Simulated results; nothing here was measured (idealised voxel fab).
process module | voxel tone inversion
Displayed cross-section: cut, width of 290 nm, square cells sized 5 nm.
Just so we're on the same page, the cross-sections are grids of square cells, and they're listed out in bands top to bottom, each band one or more rows deep.
The band entry comprises the height of the band's top followed by the height of its bottom, expressed in nm, and subsequently the band's materials from left to right, each stated together with its width in nm. Where a single material is marked with the word "full width", that material fills the band from edge to edge. The word "blank" represents empty space.
For the purposes of this specification, 0 denotes the height below which the wafer in its as-received condition is composed wholly of one material, and the lowermost band, lacking a lower limit, extends downward without end, as expressed in "0 nm and below".
So if you see something like "30 to 40" for the width, read it as the top row of the band sitting at the first number and the bottom row at the second, with every row in between moving by the same amount as the last.
Take "nothing was modified" at face value: in the step it is given for, the cross-section changed in none of its cells.
The list in "Fully sealed voids" covers empty spaces of 8 cells or more that cannot reach the top through any open way, and it gives each as width x height at distance; the distance is from the left edge, and width, height and distance are in nm.
after a step's settings: what the simulator itself notes on the step
A step's line can hold "overlay nm"; with a mask on that step, the setting says how far right of the planned place the mask lay, while a negative setting says it lay to the left.

[List of planned process steps]
1. RECEIVE with material Si
2. CONFORMAL_DEP with material SiCN, thk nm 5
3. DIRECTIONAL_DEP with material polySi, thk nm 15
4. PATTERN with tone cover, mask id POSTS, material resist, width nm 20, pitch nm 45, thk nm 25, overlay nm 0
5. DIRECTIONAL_ETCH with etch materials polySi, depth nm 15
6. STRIP with etch materials resist
7. FILL_DEP with material SiO2, thk nm 10
8. CMP with height nm 20
9. STRIP with etch materials polySi

[Cross-section: wafer on arrival = after step 1]
* 0 nm and below: Si full width
* Fully sealed voids: none

[Final cross-section, module run with one mistake (start and plan as above)]
* 20 nm to 5 nm: 105 nm SiO2  30 nm blank  15 nm SiO2  30 nm blank  110 nm SiO2
* 5 nm to 0 nm: SiCN full width
* 0 nm and below: Si full width
* Fully sealed voids: none
The plan and the run diverged here: step 4 off recipe, ran as PATTERN with tone cover, mask id POSTS, material resist, width nm 30, pitch nm 45, thk nm 25, overlay nm 0
